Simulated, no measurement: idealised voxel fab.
Process module in this document: voxel transistor to metal
Square cells of 5 nm make up the cross-section cut, whose width is 195 nm.
Cross-section, as written here: a square-cell grid given band by band from the top down, where a band holds one or more rows of cells.
It is stipulated that each band's entry specify, in nanometres, the height of the top of the band and then that of its bottom, followed by the materials of the band in left-to-right sequence, each together with its width in nanometres. A single material marked by the word "edge to edge" is understood to fill the band from edge to edge; the word "blank" is understood to denote empty space.
Measure heights from 0. That's the level where, below it, the as-received wafer is all one material. The lowest band is bottomless and extends downward; write it as in "z 0 and below".
Width spec "30..40" -> top row of cells at first value, bottom row at second value, equal per-row change in between.
"no modifications" (step): cross-section cells unchanged, all of them.
So "Enclosed void inventory" is basically the list of trapped voids: any empty space of 8 cells or more that can't reach the top through an opening. They're written width x height at distance, the distance being from the left edge, and it's all nm.
What comes after the settings on a step's line is commentary from the simulator itself on that step.
overlay nm, on a step with a mask: how far to the right of its planned place the mask lay; to the left if negative

Listed below are the process steps as planned
- 1: RECEIVE, material Si
- 2: CONFORMAL_DEP, material SiO2, thk nm 5
- 3: CONFORMAL_DEP, material SiN, thk nm 10
- 4: DIRECTIONAL_DEP, material aC, thk nm 10
- 5: PATTERN, tone cover, mask id ACTIVE, material resist, width nm 115, thk nm 25, overlay nm 0
- 6: DIRECTIONAL_ETCH, etch materials aC, depth nm 10
- 7: STRIP, etch materials resist
- 8: DIRECTIONAL_ETCH, etch materials SiN, depth nm 10
- 9: DIRECTIONAL_ETCH, etch materials SiO2, depth nm 5
- 10: DIRECTIONAL_ETCH, etch materials Si, depth nm 25
- 11: STRIP, etch materials aC
- 12: FILL_DEP, material SiO2, thk nm 5
- 13: CMP, height nm 15
- 14: SELECTIVE_ETCH, etch materials SiO2, depth nm 10
- 15: STRIP, etch materials SiN
- 16: SELECTIVE_ETCH, etch materials SiO2, depth nm 5
- 17: OXIDIZE, depth nm 5
- 18: DIRECTIONAL_DEP, material polySi, thk nm 25
- 19: DIRECTIONAL_DEP, material SiCN, thk nm 15
- 20: MASKED_ETCH, tone cover, mask id GATE, width nm 25, etch materials SiCN, depth nm 25, overlay nm 0
- 21: MASKED_ETCH, tone cover, mask id GATE, width nm 25, etch materials polySi, depth nm 35, overlay nm 0
- 22: CONFORMAL_DEP, material SiO2, thk nm 5
- 23: DIRECTIONAL_ETCH, etch materials SiO2, depth nm 5
- 24: CONFORMAL_DEP, material SiN, thk nm 10
- 25: DIRECTIONAL_ETCH, etch materials SiN, depth nm 10
- 26: DIRECTIONAL_ETCH, etch materials SiO2, depth nm 5
- 27: DIRECTIONAL_ETCH, etch materials Si, depth nm 5
- 28: EPI, material SiGe, thk nm 10
- 29: FILL_DEP, material SiO2, thk nm 5
- 30: CMP, height nm 25
- 31: STRIP, etch materials polySi
- 32: SELECTIVE_ETCH, etch materials SiO2, depth nm 5
- 33: CONFORMAL_DEP, material HfO2, thk nm 5
- 34: CONFORMAL_DEP, material TiN, thk nm 5
- 35: FILL_DEP, material W, thk nm 5
- 36: CMP, height nm 20
- 37: DIRECTIONAL_DEP, material SiO2, thk nm 10
- 38: MASKED_ETCH, tone open, mask id CONTACT, width nm 20, pitch nm 75, etch materials SiO2, depth nm 30, overlay nm 0
- 39: CONFORMAL_DEP, material TiN, thk nm 5
- 40: FILL_DEP, material W, thk nm 5
- 41: CMP, height nm 30
- 42: CONFORMAL_DEP, material SiCN, thk nm 5
- 43: DIRECTIONAL_DEP, material SiO2, thk nm 15
- 44: DIRECTIONAL_DEP, material aC, thk nm 15
- 45: PATTERN, tone open, mask id METAL_1, material resist, width nm 15, pitch nm 75, thk nm 30, overlay nm 0
- 46: DIRECTIONAL_ETCH, etch materials aC, depth nm 15
- 47: STRIP, etch materials resist
- 48: DIRECTIONAL_ETCH, etch materials SiO2, depth nm 15
- 49: DIRECTIONAL_ETCH, etch materials SiCN, depth nm 5
- 50: STRIP, etch materials aC
- 51: CONFORMAL_DEP, material TiN, thk nm 5
- 52: FILL_DEP, material Ru, thk nm 5
- 53: CMP, height nm 50
- 54: CONFORMAL_DEP, material SiN, thk nm 5
The plan's step 45 width nm is the first wafer's value; the wafers differ in this setting and start identical.

As-received cross-section, first of several wafers, post step 1
    z 0 and below = Si edge to edge
    Enclosed void inventory: none

Below: a row per wafer. Contents at end of module: for every material, cells gained since receipt (+) or lost since receipt (-); then closed voids
width nm 15, +15 HfO2, +6 Ru, -115 Si, +33 SiCN, +30 SiGe, +55 SiN, +323 SiO2, +57 TiN, +25 W, Enclosed void inventory: none
width nm 20, +15 HfO2, +12 Ru, -115 Si, +31 SiCN, +30 SiGe, +55 SiN, +317 SiO2, +59 TiN, +25 W, Enclosed void inventory: none
width nm 25, +15 HfO2, +18 Ru, -115 Si, +29 SiCN, +30 SiGe, +55 SiN, +311 SiO2, +61 TiN, +25 W, Enclosed void inventory: none
width nm 30, +15 HfO2, +24 Ru, -115 Si, +27 SiCN, +30 SiGe, +55 SiN, +305 SiO2, +63 TiN, +25 W, Enclosed void inventory: none
width nm 35, +15 HfO2, +30 Ru, -115 Si, +25 SiCN, +30 SiGe, +55 SiN, +299 SiO2, +65 TiN, +25 W, Enclosed void inventory: none
